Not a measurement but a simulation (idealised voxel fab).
This is a process module. Its name is voxel wiring stack.
It is cross-section cut that appears here, measuring 245 nm in width, its square cells being 5 nm in size.
For the purposes of this document, a cross-section shall be understood as a grid of square cells, specified as bands listed in top-to-bottom order, each band consisting of one or more rows of cells. It is stipulated that each band's entry specify, in nanometres, the height of the top of the band and then that of its bottom, followed by the materials of the band in left-to-right sequence, each together with its width in nanometres. A single material marked by the word "throughout" is understood to fill the band from edge to edge; the word "blank" is understood to denote empty space. Beneath 0, the wafer as received is one material, and that level is where height counting begins. The lowest band goes on downward without a bottom; it is written like "z 0 and below". The notation "30 to 40" denotes a width that varies across the rows of cells in the band, beginning at the first number in the top row, finishing at the second number in the bottom row, and changing by an identical amount from each row to the next. "remains unaltered" for a step: no cell of the cross-section changed in that step. The entry titled "Closed void listing" provides the empty spaces that have no open way to the top, restricted to those of 8 cells or more. Each is presented as width x height at distance, the distance being measured from the left edge, with all three in nm. What comes after the settings on a step's line is commentary from the simulator itself on that step. overlay nm: on a step with a mask, how far right of its planned place the mask lay; negative means left.

## Set out below are the planned steps of the process
1: RECEIVE (material Si)
2: CONFORMAL_DEP (material SiO2; thk nm 10)
3: DIRECTIONAL_DEP (material TiN; thk nm 5)
4: DIRECTIONAL_DEP (material Ru; thk nm 15)
5: MASKED_ETCH (tone cover; mask id METAL_1; width nm 15; pitch nm 50; etch materials Ru; depth nm 15; overlay nm 0)
6: MASKED_ETCH (tone cover; mask id METAL_1; width nm 20; pitch nm 50; etch materials TiN; depth nm 5; overlay nm 0)
7: CONFORMAL_DEP (material SiN; thk nm 5)
8: FILL_DEP (material SiO2; thk nm 5)
9: CMP (height nm 30)
10: CONFORMAL_DEP (material SiCN; thk nm 5)
11: DIRECTIONAL_DEP (material lowk; thk nm 25)
12: DIRECTIONAL_DEP (material aC; thk nm 10)
13: PATTERN (tone open; mask id METAL_2_HOLES; material resist; width nm 15; pitch nm 100; thk nm 30; overlay nm 0)
14: DIRECTIONAL_ETCH (etch materials aC; depth nm 10)
15: STRIP (etch materials resist)
16: DIRECTIONAL_ETCH (etch materials lowk; depth nm 25)
17: STRIP (etch materials aC)
18: PATTERN (tone open; mask id METAL_2; material resist; width nm 20; pitch nm 50; thk nm 15; overlay nm 0)
19: DIRECTIONAL_ETCH (etch materials lowk; depth nm 15)
20: DIRECTIONAL_ETCH (etch materials SiCN; depth nm 5)
21: STRIP (etch materials resist)
22: CONFORMAL_DEP (material TiN; thk nm 5)
23: FILL_DEP (material Cu; thk nm 10)
24: CMP (height nm 60)
25: CONFORMAL_DEP (material SiCN; thk nm 5)
Wafer-to-wafer difference: width nm, step 5. Common start. Plan = first wafer's value.

## Cross-section of the first of several wafers as received (after step 1)
	z 0 and below = Si throughout
	Closed void listing: none

## Each row below is a wafer at the end of the module, listing for every material the number of cells it has gained (+) or lost (-) since it was received, followed by its closed voids
width nm 15, +22 Cu, +36 Ru, +92 SiCN, +61 SiN, +181 SiO2, +60 TiN, +185 lowk, Closed void listing: none
width nm 20, +22 Cu, +48 Ru, +92 SiCN, +57 SiN, +173 SiO2, +60 TiN, +185 lowk, Closed void listing: none
width nm 25, +22 Cu, +60 Ru, +92 SiCN, +53 SiN, +161 SiO2, +64 TiN, +185 lowk, Closed void listing: none
width nm 30, +22 Cu, +72 Ru, +92 SiCN, +49 SiN, +149 SiO2, +68 TiN, +185 lowk, Closed void listing: none
width nm 35, +22 Cu, +84 Ru, +92 SiCN, +45 SiN, +137 SiO2, +72 TiN, +185 lowk, Closed void listing: none
